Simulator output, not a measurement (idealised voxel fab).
Documented hereafter: the process module known as voxel transistor to metal.
cross-section cut | 205 nm wide | cells 5 nm
Just so we're on the same page, the cross-sections are grids of square cells, and they're listed out in bands top to bottom, each band one or more rows deep.
The band entry comprises the height of the band's top followed by the height of its bottom, expressed in nm, and subsequently the band's materials from left to right, each stated together with its width in nm. Where a single material is marked with the word "edge to edge", that material fills the band from edge to edge. The word "empty" represents empty space.
Convention: height 0 is the level below which the wafer, as received, is all one material. The lowest band does not terminate at the bottom but continues downward, represented as "top 0, no bottom".
Top row gets the first number, bottom row gets the second, and each row in between changes by the same step: that is how a band width like "30..40" works.
A step reported as "same as before" is a step in which no cell of the cross-section changed.
The list in "Internal closed voids" covers empty spaces of 8 cells or more that cannot reach the top through any open way, and it gives each as width x height at distance; the distance is from the left edge, and width, height and distance are in nm.
On a step's line, text after the settings is the simulator commenting on that step.
overlay nm: step with mask; distance mask lay right of planned place; negative value = left of planned place.
From here on the document is pairs. In a pair, the cross-section before one process step comes with the cross-section after it, and the latter goes no deeper than the lowest band that changed. What lies in between, the step and its settings, is written under the pair. A pair may be from a different run of this module on the same starting wafer than the pair above it, so it continues from that pair only where its entry headed "Prior state" says so.

# Prior state
    top 90, bottom 75: 55 empty | 15 resist | 60 empty | 15 resist | 60 empty
    top 75, bottom 50: 55 empty | 15 W | 60 empty | 15 W | 60 empty
    top 50, bottom 45: TiN edge to edge
    top 45, bottom 35: 55 SiO2 | 5 TiN | 5 W | 5 TiN | 60 SiO2 | 5 TiN | 5 W | 5 TiN | 60 SiO2
    top 35, bottom 15: 55 SiO2 | 5 TiN | 5 W | 5 TiN | 15 SiO2 | 5 SiN | 20 polySi | 5 SiN | 15 SiO2 | 5 TiN | 5 W | 5 TiN | 60 SiO2
    top 15, bottom 10: 55 SiO2 | 15 TiN | 15 SiO2 | 5 SiN | 20 polySi | 5 SiN | 15 SiO2 | 15 TiN | 60 SiO2
    top 10, bottom 0: 45 SiO2 | 110 SiN | 50 SiO2
    top 0, bottom -5: SiO2 edge to edge
    top -5, bottom -45: 50 SiO2 | 100 Si | 55 SiO2
    top -45, no bottom: Si edge to edge
    Internal closed voids: none

# Section After Processing
    top 90, bottom 75: 55 empty | 15 resist | 60 empty | 15 resist | 60 empty
    top 75, bottom 50: 55 empty | 15 W | 60 empty | 15 W | 60 empty
    top 50, bottom 45: 55 empty | 15 TiN | 60 empty | 15 TiN | 60 empty
    Below 45, the layers are the same as they were.
    Internal closed voids: none
In between the cross-sections above, the run called for DIRECTIONAL_ETCH (etch materials TiN; depth nm 5)

Prior state: as shown after the step in the preceding pair, directly above.

# Section After Processing
    top 75, bottom 50: 55 empty | 15 W | 60 empty | 15 W | 60 empty
    Below 50, the layers are the same as they were.
    Internal closed voids: none
In between the cross-sections above, the run called for STRIP (etch materials resist)

Prior state: as shown after the step in the preceding pair, directly above.

# Section After Processing
    top 85, bottom 75: lowk edge to edge
    top 75, bottom 50: 55 lowk | 15 W | 60 lowk | 15 W | 60 lowk
    top 50, bottom 45: 55 lowk | 15 TiN | 60 lowk | 15 TiN | 60 lowk
    Below 45, the layers are the same as they were.
    Internal closed voids: none
In between the cross-sections above, the run called for FILL_DEP (material lowk; thk nm 10)

Prior state: as shown after the step in the preceding pair, directly above.

# Section After Processing
    top 75, bottom 50: 55 lowk | 15 W | 60 lowk | 15 W | 60 lowk
    Below 50, the layers are the same as they were.
    Internal closed voids: none
In between the cross-sections above, the run called for CMP (height nm 75)

Prior state: as shown after the step in the preceding pair, directly above.

# Section After Processing
    top 80, bottom 75: SiCN edge to edge
    Below 75, the layers are the same as they were.
    Internal closed voids: none
In between the cross-sections above, the run called for CONFORMAL_DEP (material SiCN; thk nm 5)

Prior state: as shown after the step in the preceding pair, directly above.

# Section After Processing
    top 115, bottom 80: lowk edge to edge
    Below 80, the layers are the same as they were.
    Internal closed voids: none
In between the cross-sections above, the run called for DIRECTIONAL_DEP (material lowk; thk nm 35)

Prior state: as shown after the step in the preceding pair, directly above.

# Section After Processing
    top 115, bottom 95: 55 lowk | 15 empty | 60 lowk | 15 empty | 60 lowk
    Below 95, the layers are the same as they were.
    Internal closed voids: none
In between the cross-sections above, the run called for MASKED_ETCH (tone open; mask id METAL_2; width nm 15; pitch nm 75; etch materials lowk; depth nm 20; overlay nm 0)

Prior state: as shown after the step in the preceding pair, directly above.

# Section After Processing
    top 115, bottom 80: 55 lowk | 15 empty | 60 lowk | 15 empty | 60 lowk
    Below 80, the layers are the same as they were.
    Internal closed voids: none
In between the cross-sections above, the run called for MASKED_ETCH (tone open; mask id METAL_2_HOLES; width nm 15; pitch nm 75; etch materials lowk; depth nm 15; overlay nm 0)

Prior state: as shown after the step in the preceding pair, directly above.

# Section After Processing
    top 115, bottom 80: 55 lowk | 15 empty | 60 lowk | 15 empty | 60 lowk
    top 80, bottom 75: 55 SiCN | 15 empty | 60 SiCN | 15 empty | 60 SiCN
    Below 75, the layers are the same as they were.
    Internal closed voids: none
In between the cross-sections above, the run called for MASKED_ETCH (tone open; mask id METAL_2_HOLES; width nm 15; pitch nm 75; etch materials SiCN; depth nm 5; overlay nm 0)

Prior state: as shown after the step in the preceding pair, directly above.

# Section After Processing
    top 120, bottom 115: 60 TiN | 5 empty | 70 TiN | 5 empty | 65 TiN
    top 115, bottom 80: 55 lowk | 5 TiN | 5 empty | 5 TiN | 60 lowk | 5 TiN | 5 empty | 5 TiN | 60 lowk
    top 80, bottom 75: 55 SiCN | 15 TiN | 60 SiCN | 15 TiN | 60 SiCN
    Below 75, the layers are the same as they were.
    Internal closed voids: none
In between the cross-sections above, the run called for CONFORMAL_DEP (material TiN; thk nm 5)

Prior state: as shown after the step in the preceding pair, directly above.

# Section After Processing
    top 125, bottom 120: Cu edge to edge
    top 120, bottom 115: 60 TiN | 5 Cu | 70 TiN | 5 Cu | 65 TiN
    top 115, bottom 80: 55 lowk | 5 TiN | 5 Cu | 5 TiN | 60 lowk | 5 TiN | 5 Cu | 5 TiN | 60 lowk
    Below 80, the layers are the same as they were.
    Internal closed voids: none
In between the cross-sections above, the run called for FILL_DEP (material Cu; thk nm 5)

Prior state: as shown after the step in the preceding pair, directly above.

# Section After Processing
    top 115, bottom 80: 55 lowk | 5 TiN | 5 Cu | 5 TiN | 60 lowk | 5 TiN | 5 Cu | 5 TiN | 60 lowk
    Below 80, the layers are the same as they were.
    Internal closed voids: none
In between the cross-sections above, the run called for CMP (height nm 115)

Prior state: as shown after the step in the preceding pair, directly above.

# Section After Processing
    top 120, bottom 115: SiN edge to edge
    Below 115, the layers are the same as they were.
    Internal closed voids: none
In between the cross-sections above, the run called for CONFORMAL_DEP (material SiN; thk nm 5)

# Prior state
    top 115, bottom 80: lowk edge to edge
    top 80, bottom 75: SiCN edge to edge
    top 75, bottom 50: 55 lowk | 15 W | 60 lowk | 15 W | 60 lowk
    top 50, bottom 45: 55 lowk | 15 TiN | 60 lowk | 15 TiN | 60 lowk
    top 45, bottom 35: 55 SiO2 | 5 TiN | 5 W | 5 TiN | 60 SiO2 | 5 TiN | 5 W | 5 TiN | 60 SiO2
    top 35, bottom 20: 55 SiO2 | 5 TiN | 5 W | 5 TiN | 15 SiO2 | 5 SiN | 20 SiCN | 5 SiN | 15 SiO2 | 5 TiN | 5 W | 5 TiN | 60 SiO2
    top 20, bottom 0: 55 SiO2 | 5 TiN | 5 W | 5 TiN | 15 SiO2 | 5 SiN | 20 polySi | 5 SiN | 15 SiO2 | 5 TiN | 5 W | 5 TiN | 60 SiO2
    top 0, bottom -5: 55 SiO2 | 15 TiN | 5 SiO2 | 10 pSi | 5 SiN | 20 polySi | 5 SiN | 10 pSi | 5 SiO2 | 15 TiN | 60 SiO2
    top -5, bottom -10: 45 SiO2 | 40 pSi | 30 SiO2 | 40 pSi | 50 SiO2
    top -10, bottom -15: 50 SiO2 | 35 pSi | 30 Si | 35 pSi | 55 SiO2
    top -15, bottom -45: 50 SiO2 | 100 Si | 55 SiO2
    top -45, no bottom: Si edge to edge
    Internal closed voids: none

# Section After Processing
    top 150, bottom 80: lowk edge to edge
    Below 80, the layers are the same as they were.
    Internal closed voids: none
In between the cross-sections above, the run called for DIRECTIONAL_DEP (material lowk; thk nm 35)

Prior state: as shown after the step in the preceding pair, directly above.

# Section After Processing
    top 150, bottom 130: 55 lowk | 15 empty | 60 lowk | 15 empty | 60 lowk
    Below 130, the layers are the same as they were.
    Internal closed voids: none
In between the cross-sections above, the run called for MASKED_ETCH (tone open; mask id METAL_2; width nm 15; pitch nm 75; etch materials lowk; depth nm 20; overlay nm 0)

Prior state: as shown after the step in the preceding pair, directly above.

# Section After Processing
    top 150, bottom 115: 55 lowk | 15 empty | 60 lowk | 15 empty | 60 lowk
    Below 115, the layers are the same as they were.
    Internal closed voids: none
In between the cross-sections above, the run called for MASKED_ETCH (tone open; mask id METAL_2_HOLES; width nm 15; pitch nm 75; etch materials lowk; depth nm 15; overlay nm 0)

Prior state: as shown after the step in the preceding pair, directly above.

# Section After Processing
    top 155, bottom 150: 60 TiN | 5 empty | 70 TiN | 5 empty | 65 TiN
    top 150, bottom 120: 55 lowk | 5 TiN | 5 empty | 5 TiN | 60 lowk | 5 TiN | 5 empty | 5 TiN | 60 lowk
    top 120, bottom 115: 55 lowk | 15 TiN | 60 lowk | 15 TiN | 60 lowk
    Below 115, the layers are the same as they were.
    Internal closed voids: none
In between the cross-sections above, the run called for CONFORMAL_DEP (material TiN; thk nm 5)

Prior state: as shown after the step in the preceding pair, directly above.

# Section After Processing
    top 160, bottom 155: Cu edge to edge
    top 155, bottom 150: 60 TiN | 5 Cu | 70 TiN | 5 Cu | 65 TiN
    top 150, bottom 120: 55 lowk | 5 TiN | 5 Cu | 5 TiN | 60 lowk | 5 TiN | 5 Cu | 5 TiN | 60 lowk
    Below 120, the layers are the same as they were.
    Internal closed voids: none
In between the cross-sections above, the run called for FILL_DEP (material Cu; thk nm 5)

Prior state: as shown after the step in the preceding pair, directly above.

# Section After Processing
    top 115, bottom 80: lowk edge to edge
    Below 80, the layers are the same as they were.
    Internal closed voids: none
In between the cross-sections above, the run called for CMP (height nm 115)

Prior state: as shown after the step in the preceding pair, directly above.

# Section After Processing
    top 120, bottom 115: SiN edge to edge
    Below 115, the layers are the same as they were.
    Internal closed voids: none
In between the cross-sections above, the run called for CONFORMAL_DEP (material SiN; thk nm 5)

# Prior state
    top 45, bottom 35: 55 SiO2 | 5 TiN | 5 W | 5 TiN | 60 SiO2 | 5 TiN | 5 W | 5 TiN | 60 SiO2
    top 35, bottom 20: 55 SiO2 | 5 TiN | 5 W | 5 TiN | 15 SiO2 | 5 SiN | 20 SiCN | 5 SiN | 15 SiO2 | 5 TiN | 5 W | 5 TiN | 60 SiO2
    top 20, bottom 0: 55 SiO2 | 5 TiN | 5 W | 5 TiN | 15 SiO2 | 5 SiN | 20 polySi | 5 SiN | 15 SiO2 | 5 TiN | 5 W | 5 TiN | 60 SiO2
    top 0, bottom -5: 55 SiO2 | 15 TiN | 5 SiO2 | 10 pSi | 5 SiN | 20 polySi | 5 SiN | 10 pSi | 5 SiO2 | 15 TiN | 60 SiO2
    top -5, bottom -10: 45 SiO2 | 40 pSi | 30 SiO2 | 40 pSi | 50 SiO2
    top -10, bottom -15: 50 SiO2 | 35 pSi | 30 Si | 35 pSi | 55 SiO2
    top -15, bottom -45: 50 SiO2 | 100 Si | 55 SiO2
    top -45, no bottom: Si edge to edge
    Internal closed voids: none

# Section After Processing
    top 70, bottom 45: W edge to edge
    Below 45, the layers are the same as they were.
    Internal closed voids: none
In between the cross-sections above, the run called for DIRECTIONAL_DEP (material W; thk nm 25)

Prior state: as shown after the step in the preceding pair, directly above.

# Section After Processing
    top 75, bottom 70: TiN edge to edge
    Below 70, the layers are the same as they were.
    Internal closed voids: none
In between the cross-sections above, the run called for DIRECTIONAL_DEP (material TiN; thk nm 5)

Prior state: as shown after the step in the preceding pair, directly above.

# Section After Processing
    top 90, bottom 75: 55 empty | 15 resist | 60 empty | 15 resist | 60 empty
    Below 75, the layers are the same as they were.
    Internal closed voids: none
In between the cross-sections above, the run called for PATTERN (tone cover; mask id METAL_1; material resist; width nm 15; pitch nm 75; thk nm 15; overlay nm 0)

Prior state: as shown after the step in the preceding pair, directly above.

# Section After Processing
    top 90, bottom 75: 55 empty | 15 resist | 60 empty | 15 resist | 60 empty
    top 75, bottom 70: 55 empty | 15 TiN | 60 empty | 15 TiN | 60 empty
    Below 70, the layers are the same as they were.
    Internal closed voids: none
In between the cross-sections above, the run called for DIRECTIONAL_ETCH (etch materials TiN; depth nm 5)

Prior state: as shown after the step in the preceding pair, directly above.

# Section After Processing
    top 75, bottom 70: 55 empty | 15 TiN | 60 empty | 15 TiN | 60 empty
    Below 70, the layers are the same as they were.
    Internal closed voids: none
In between the cross-sections above, the run called for STRIP (etch materials resist)

Prior state: as shown after the step in the preceding pair, directly above.

# Section After Processing
    top 85, bottom 75: lowk edge to edge
    top 75, bottom 70: 55 lowk | 15 TiN | 60 lowk | 15 TiN | 60 lowk
    Below 70, the layers are the same as they were.
    Internal closed voids: none
In between the cross-sections above, the run called for FILL_DEP (material lowk; thk nm 10)

Prior state: as shown after the step in the preceding pair, directly above.

# Section After Processing
    top 75, bottom 70: 55 lowk | 15 TiN | 60 lowk | 15 TiN | 60 lowk
    Below 70, the layers are the same as they were.
    Internal closed voids: none
In between the cross-sections above, the run called for CMP (height nm 75)

Prior state: as shown after the step in the preceding pair, directly above.

# Section After Processing
    top 80, bottom 75: SiCN edge to edge
    Below 75, the layers are the same as they were.
    Internal closed voids: none
In between the cross-sections above, the run called for CONFORMAL_DEP (material SiCN; thk nm 5)

Prior state: as shown after the step in the preceding pair, directly above.

# Section After Processing
    top 115, bottom 80: lowk edge to edge
    Below 80, the layers are the same as they were.
    Internal closed voids: none
In between the cross-sections above, the run called for DIRECTIONAL_DEP (material lowk; thk nm 35)

Prior state: as shown after the step in the preceding pair, directly above.

# Section After Processing
    top 115, bottom 95: 55 lowk | 15 empty | 60 lowk | 15 empty | 60 lowk
    Below 95, the layers are the same as they were.
    Internal closed voids: none
In between the cross-sections above, the run called for MASKED_ETCH (tone open; mask id METAL_2; width nm 15; pitch nm 75; etch materials lowk; depth nm 20; overlay nm 0)

Prior state: as shown after the step in the preceding pair, directly above.

# Section After Processing
    top 115, bottom 80: 55 lowk | 15 empty | 60 lowk | 15 empty | 60 lowk
    Below 80, the layers are the same as they were.
    Internal closed voids: none
In between the cross-sections above, the run called for MASKED_ETCH (tone open; mask id METAL_2_HOLES; width nm 15; pitch nm 75; etch materials lowk; depth nm 15; overlay nm 0)

Prior state: as shown after the step in the preceding pair, directly above.

# Section After Processing
    top 115, bottom 80: 55 lowk | 15 empty | 60 lowk | 15 empty | 60 lowk
    top 80, bottom 75: 55 SiCN | 15 empty | 60 SiCN | 15 empty | 60 SiCN
    Below 75, the layers are the same as they were.
    Internal closed voids: none
In between the cross-sections above, the run called for MASKED_ETCH (tone open; mask id METAL_2_HOLES; width nm 15; pitch nm 75; etch materials SiCN; depth nm 5; overlay nm 0)

Prior state: as shown after the step in the preceding pair, directly above.

# Section After Processing
    top 120, bottom 115: 60 TiN | 5 empty | 70 TiN | 5 empty | 65 TiN
    top 115, bottom 80: 55 lowk | 5 TiN | 5 empty | 5 TiN | 60 lowk | 5 TiN | 5 empty | 5 TiN | 60 lowk
    top 80, bottom 75: 55 SiCN | 15 TiN | 60 SiCN | 15 TiN | 60 SiCN
    Below 75, the layers are the same as they were.
    Internal closed voids: none
In between the cross-sections above, the run called for CONFORMAL_DEP (material TiN; thk nm 5)

Prior state: as shown after the step in the preceding pair, directly above.

# Section After Processing
    top 125, bottom 120: Cu edge to edge
    top 120, bottom 115: 60 TiN | 5 Cu | 70 TiN | 5 Cu | 65 TiN
    top 115, bottom 80: 55 lowk | 5 TiN | 5 Cu | 5 TiN | 60 lowk | 5 TiN | 5 Cu | 5 TiN | 60 lowk
    Below 80, the layers are the same as they were.
    Internal closed voids: none
In between the cross-sections above, the run called for FILL_DEP (material Cu; thk nm 5)

Prior state: as shown after the step in the preceding pair, directly above.

# Section After Processing
    top 115, bottom 80: 55 lowk | 5 TiN | 5 Cu | 5 TiN | 60 lowk | 5 TiN | 5 Cu | 5 TiN | 60 lowk
    Below 80, the layers are the same as they were.
    Internal closed voids: none
In between the cross-sections above, the run called for CMP (height nm 115)

Prior state: as shown after the step in the preceding pair, directly above.

# Section After Processing
    top 120, bottom 115: SiN edge to edge
    Below 115, the layers are the same as they were.
    Internal closed voids: none
In between the cross-sections above, the run called for CONFORMAL_DEP (material SiN; thk nm 5)

# Prior state
    top 35, bottom 20: 85 empty | 5 SiN | 20 SiCN | 5 SiN | 90 empty
    top 20, bottom -5: 85 empty | 5 SiN | 20 polySi | 5 SiN | 90 empty
    top -5, bottom -10: 85 empty | 30 SiO2 | 90 empty
    top -10, bottom -15: 50 SiO2 | 35 empty | 30 Si | 35 empty | 55 SiO2
    top -15, bottom -45: 50 SiO2 | 100 Si | 55 SiO2
    top -45, no bottom: Si edge to edge
    Internal closed voids: none

# Section After Processing
    top 35, bottom 20: 85 empty | 5 SiN | 20 SiCN | 5 SiN | 90 empty
    top 20, bottom -5: 85 empty | 5 SiN | 20 polySi | 5 SiN | 90 empty
    top -5, bottom -10: 80 empty | 5 pSi | 30 SiO2 | 5 pSi | 85 empty
    top -10, bottom -15: 50 SiO2 | 35 pSi | 30 Si | 35 pSi | 55 SiO2
    Below -15, the layers are the same as they were.
    Internal closed voids: none
In between the cross-sections above, the run called for EPI (material pSi; thk nm 5)

Prior state: as shown after the step in the preceding pair, directly above.

# Section After Processing
    top 45, bottom 35: SiO2 edge to edge
    top 35, bottom 20: 85 SiO2 | 5 SiN | 20 SiCN | 5 SiN | 90 SiO2
    top 20, bottom -5: 85 SiO2 | 5 SiN | 20 polySi | 5 SiN | 90 SiO2
    top -5, bottom -10: 80 SiO2 | 5 pSi | 30 SiO2 | 5 pSi | 85 SiO2
    Below -10, the layers are the same as they were.
    Internal closed voids: none
In between the cross-sections above, the run called for FILL_DEP (material SiO2; thk nm 10)

Prior state: as shown after the step in the preceding pair, directly above.

# Section After Processing
    top 35, bottom 20: 85 SiO2 | 5 SiN | 20 SiCN | 5 SiN | 90 SiO2
    Below 20, the layers are the same as they were.
    Internal closed voids: none
In between the cross-sections above, the run called for CMP (height nm 35)

Prior state: as shown after the step in the preceding pair, directly above.

# Section After Processing
    top 45, bottom 35: SiO2 edge to edge
    Below 35, the layers are the same as they were.
    Internal closed voids: none
In between the cross-sections above, the run called for DIRECTIONAL_DEP (material SiO2; thk nm 10)

Prior state: as shown after the step in the preceding pair, directly above.

# Section After Processing
    top 60, bottom 45: aC edge to edge
    Below 45, the layers are the same as they were.
    Internal closed voids: none
In between the cross-sections above, the run called for DIRECTIONAL_DEP (material aC; thk nm 15)

Prior state: as shown after the step in the preceding pair, directly above.

# Section After Processing
    top 90, bottom 60: 55 resist | 15 empty | 60 resist | 15 empty | 60 resist
    Below 60, the layers are the same as they were.
    Internal closed voids: none
In between the cross-sections above, the run called for PATTERN (tone open; mask id CONTACT; material resist; width nm 15; pitch nm 75; thk nm 30; overlay nm 0)

Prior state: as shown after the step in the preceding pair, directly above.

# Section After Processing
    top 75, bottom 60: 55 resist | 15 empty | 60 resist | 15 empty | 60 resist
    top 60, bottom 45: 55 aC | 15 empty | 60 aC | 15 empty | 60 aC
    Below 45, the layers are the same as they were.
    Internal closed voids: none
In between the cross-sections above, the run called for DIRECTIONAL_ETCH (etch materials aC; depth nm 15)

Prior state: as shown after the step in the preceding pair, directly above.

# Section After Processing
    top 60, bottom 45: 55 aC | 15 empty | 60 aC | 15 empty | 60 aC
    Below 45, the layers are the same as they were.
    Internal closed voids: none
In between the cross-sections above, the run called for STRIP (etch materials resist)

Prior state: as shown after the step in the preceding pair, directly above.

# Section After Processing
    top 60, bottom 45: 55 aC | 15 empty | 60 aC | 15 empty | 60 aC
    top 45, bottom 35: 55 SiO2 | 15 empty | 60 SiO2 | 15 empty | 60 SiO2
    top 35, bottom 20: 55 SiO2 | 15 empty | 15 SiO2 | 5 SiN | 20 SiCN | 5 SiN | 15 SiO2 | 15 empty | 60 SiO2
    top 20, bottom -5: 55 SiO2 | 15 empty | 15 SiO2 | 5 SiN | 20 polySi | 5 SiN | 15 SiO2 | 15 empty | 60 SiO2
    Below -5, the layers are the same as they were.
    Internal closed voids: none
In between the cross-sections above, the run called for DIRECTIONAL_ETCH (etch materials SiO2; depth nm 50)

Prior state: as shown after the step in the preceding pair, directly above.

# Section After Processing
    top 45, bottom 35: 55 SiO2 | 15 empty | 60 SiO2 | 15 empty | 60 SiO2
    Below 35, the layers are the same as they were.
    Internal closed voids: none
In between the cross-sections above, the run called for STRIP (etch materials aC)

Prior state: as shown after the step in the preceding pair, directly above.

# Section After Processing
    top 50, bottom 45: 60 TiN | 5 empty | 70 TiN | 5 empty | 65 TiN
    top 45, bottom 35: 55 SiO2 | 5 TiN | 5 empty | 5 TiN | 60 SiO2 | 5 TiN | 5 empty | 5 TiN | 60 SiO2
    top 35, bottom 20: 55 SiO2 | 5 TiN | 5 empty | 5 TiN | 15 SiO2 | 5 SiN | 20 SiCN | 5 SiN | 15 SiO2 | 5 TiN | 5 empty | 5 TiN | 60 SiO2
    top 20, bottom 0: 55 SiO2 | 5 TiN | 5 empty | 5 TiN | 15 SiO2 | 5 SiN | 20 polySi | 5 SiN | 15 SiO2 | 5 TiN | 5 empty | 5 TiN | 60 SiO2
    top 0, bottom -5: 55 SiO2 | 15 TiN | 15 SiO2 | 5 SiN | 20 polySi | 5 SiN | 15 SiO2 | 15 TiN | 60 SiO2
    Below -5, the layers are the same as they were.
    Internal closed voids: none
In between the cross-sections above, the run called for CONFORMAL_DEP (material TiN; thk nm 5)

Prior state: as shown after the step in the preceding pair, directly above.

# Section After Processing
    top 55, bottom 50: W edge to edge
    top 50, bottom 45: 60 TiN | 5 W | 70 TiN | 5 W | 65 TiN
    top 45, bottom 35: 55 SiO2 | 5 TiN | 5 W | 5 TiN | 60 SiO2 | 5 TiN | 5 W | 5 TiN | 60 SiO2
    top 35, bottom 20: 55 SiO2 | 5 TiN | 5 W | 5 TiN | 15 SiO2 | 5 SiN | 20 SiCN | 5 SiN | 15 SiO2 | 5 TiN | 5 W | 5 TiN | 60 SiO2
    top 20, bottom 0: 55 SiO2 | 5 TiN | 5 W | 5 TiN | 15 SiO2 | 5 SiN | 20 polySi | 5 SiN | 15 SiO2 | 5 TiN | 5 W | 5 TiN | 60 SiO2
    Below 0, the layers are the same as they were.
    Internal closed voids: none
In between the cross-sections above, the run called for FILL_DEP (material W; thk nm 5)

Prior state: as shown after the step in the preceding pair, directly above.

# Section After Processing
    top 45, bottom 35: 55 SiO2 | 5 TiN | 5 W | 5 TiN | 60 SiO2 | 5 TiN | 5 W | 5 TiN | 60 SiO2
    Below 35, the layers are the same as they were.
    Internal closed voids: none
In between the cross-sections above, the run called for CMP (height nm 45)

Prior state: as shown after the step in the preceding pair, directly above.

# Section After Processing
    top 50, bottom 45: TiN edge to edge
    Below 45, the layers are the same as they were.
    Internal closed voids: none
In between the cross-sections above, the run called for DIRECTIONAL_DEP (material TiN; thk nm 5)

Prior state: as shown after the step in the preceding pair, directly above.

# Section After Processing
    top 75, bottom 50: W edge to edge
    Below 50, the layers are the same as they were.
    Internal closed voids: none
In between the cross-sections above, the run called for DIRECTIONAL_DEP (material W; thk nm 25)

Prior state: as shown after the step in the preceding pair, directly above.

# Section After Processing
    top 90, bottom 75: 55 empty | 15 resist | 60 empty | 15 resist | 60 empty
    Below 75, the layers are the same as they were.
    Internal closed voids: none
In between the cross-sections above, the run called for PATTERN (tone cover; mask id METAL_1; material resist; width nm 15; pitch nm 75; thk nm 15; overlay nm 0)

Prior state: as shown after the step in the preceding pair, directly above.

# Section After Processing
    top 90, bottom 75: 55 empty | 15 resist | 60 empty | 15 resist | 60 empty
    top 75, bottom 50: 55 empty | 15 W | 60 empty | 15 W | 60 empty
    Below 50, the layers are the same as they were.
    Internal closed voids: none
In between the cross-sections above, the run called for DIRECTIONAL_ETCH (etch materials W; depth nm 25)

Prior state: as shown after the step in the preceding pair, directly above.

# Section After Processing
    top 90, bottom 75: 55 empty | 15 resist | 60 empty | 15 resist | 60 empty
    top 75, bottom 50: 55 empty | 15 W | 60 empty | 15 W | 60 empty
    top 50, bottom 45: 55 empty | 15 TiN | 60 empty | 15 TiN | 60 empty
    Below 45, the layers are the same as they were.
    Internal closed voids: none
In between the cross-sections above, the run called for DIRECTIONAL_ETCH (etch materials TiN; depth nm 5)

Prior state: as shown after the step in the preceding pair, directly above.

# Section After Processing
    top 75, bottom 50: 55 empty | 15 W | 60 empty | 15 W | 60 empty
    Below 50, the layers are the same as they were.
    Internal closed voids: none
In between the cross-sections above, the run called for STRIP (etch materials resist)

Prior state: as shown after the step in the preceding pair, directly above.

# Section After Processing
    top 85, bottom 75: lowk edge to edge
    top 75, bottom 50: 55 lowk | 15 W | 60 lowk | 15 W | 60 lowk
    top 50, bottom 45: 55 lowk | 15 TiN | 60 lowk | 15 TiN | 60 lowk
    Below 45, the layers are the same as they were.
    Internal closed voids: none
In between the cross-sections above, the run called for FILL_DEP (material lowk; thk nm 10)

Prior state: as shown after the step in the preceding pair, directly above.

# Section After Processing
    top 75, bottom 50: 55 lowk | 15 W | 60 lowk | 15 W | 60 lowk
    Below 50, the layers are the same as they were.
    Internal closed voids: none
In between the cross-sections above, the run called for CMP (height nm 75)

Prior state: as shown after the step in the preceding pair, directly above.

# Section After Processing
    top 80, bottom 75: SiCN edge to edge
    Below 75, the layers are the same as they were.
    Internal closed voids: none
In between the cross-sections above, the run called for CONFORMAL_DEP (material SiCN; thk nm 5)

Prior state: as shown after the step in the preceding pair, directly above.

# Section After Processing
    top 115, bottom 80: lowk edge to edge
    Below 80, the layers are the same as they were.
    Internal closed voids: none
In between the cross-sections above, the run called for DIRECTIONAL_DEP (material lowk; thk nm 35)

Prior state: as shown after the step in the preceding pair, directly above.

# Section After Processing
    top 115, bottom 95: 55 lowk | 15 empty | 60 lowk | 15 empty | 60 lowk
    Below 95, the layers are the same as they were.
    Internal closed voids: none
In between the cross-sections above, the run called for MASKED_ETCH (tone open; mask id METAL_2; width nm 15; pitch nm 75; etch materials lowk; depth nm 20; overlay nm 0)

Prior state: as shown after the step in the preceding pair, directly above.

# Section After Processing
    top 115, bottom 80: 55 lowk | 15 empty | 60 lowk | 15 empty | 60 lowk
    Below 80, the layers are the same as they were.
    Internal closed voids: none
In between the cross-sections above, the run called for MASKED_ETCH (tone open; mask id METAL_2_HOLES; width nm 15; pitch nm 75; etch materials lowk; depth nm 15; overlay nm 0)

Prior state: as shown after the step in the preceding pair, directly above.

# Section After Processing
    top 115, bottom 80: 55 lowk | 15 empty | 60 lowk | 15 empty | 60 lowk
    top 80, bottom 75: 55 SiCN | 15 empty | 60 SiCN | 15 empty | 60 SiCN
    Below 75, the layers are the same as they were.
    Internal closed voids: none
In between the cross-sections above, the run called for MASKED_ETCH (tone open; mask id METAL_2_HOLES; width nm 15; pitch nm 75; etch materials SiCN; depth nm 5; overlay nm 0)

Prior state: as shown after the step in the preceding pair, directly above.

# Section After Processing
    top 120, bottom 115: 60 TiN | 5 empty | 70 TiN | 5 empty | 65 TiN
    top 115, bottom 80: 55 lowk | 5 TiN | 5 empty | 5 TiN | 60 lowk | 5 TiN | 5 empty | 5 TiN | 60 lowk
    top 80, bottom 75: 55 SiCN | 15 TiN | 60 SiCN | 15 TiN | 60 SiCN
    Below 75, the layers are the same as they were.
    Internal closed voids: none
In between the cross-sections above, the run called for CONFORMAL_DEP (material TiN; thk nm 5)

Prior state: as shown after the step in the preceding pair, directly above.

# Section After Processing
    top 125, bottom 120: Cu edge to edge
    top 120, bottom 115: 60 TiN | 5 Cu | 70 TiN | 5 Cu | 65 TiN
    top 115, bottom 80: 55 lowk | 5 TiN | 5 Cu | 5 TiN | 60 lowk | 5 TiN | 5 Cu | 5 TiN | 60 lowk
    Below 80, the layers are the same as they were.
    Internal closed voids: none
In between the cross-sections above, the run called for FILL_DEP (material Cu; thk nm 5)

Prior state: as shown after the step in the preceding pair, directly above.

# Section After Processing
    top 115, bottom 80: 55 lowk | 5 TiN | 5 Cu | 5 TiN | 60 lowk | 5 TiN | 5 Cu | 5 TiN | 60 lowk
    Below 80, the layers are the same as they were.
    Internal closed voids: none
In between the cross-sections above, the run called for CMP (height nm 115)

Prior state: as shown after the step in the preceding pair, directly above.

# Section After Processing
    top 120, bottom 115: SiN edge to edge
    Below 115, the layers are the same as they were.
    Internal closed voids: none
In between the cross-sections above, the run called for CONFORMAL_DEP (material SiN; thk nm 5)

# Prior state
    top 10, bottom 0: SiN edge to edge
    top 0, bottom -5: SiO2 edge to edge
    top -5, no bottom: Si edge to edge
    Internal closed voids: none

# Section After Processing
    top 25, bottom 10: 40 empty | 120 resist | 45 empty
    Below 10, the layers are the same as they were.
    Internal closed voids: none
In between the cross-sections above, the run called for PATTERN (tone cover; mask id ACTIVE; material resist; width nm 120; thk nm 15; overlay nm 0)

Prior state: as shown after the step in the preceding pair, directly above.

# Section After Processing
    top 25, bottom 10: 40 empty | 120 resist | 45 empty
    top 10, bottom 0: 40 empty | 120 SiN | 45 empty
    Below 0, the layers are the same as they were.
    Internal closed voids: none
In between the cross-sections above, the run called for DIRECTIONAL_ETCH (etch materials SiN; depth nm 10)

Prior state: as shown after the step in the preceding pair, directly above.

# Section After Processing
    top 25, bottom 10: 40 empty | 120 resist | 45 empty
    top 10, bottom 0: 40 empty | 120 SiN | 45 empty
    top 0, bottom -5: 40 empty | 120 SiO2 | 45 empty
    Below -5, the layers are the same as they were.
    Internal closed voids: none
In between the cross-sections above, the run called for DIRECTIONAL_ETCH (etch materials SiO2; depth nm 5)
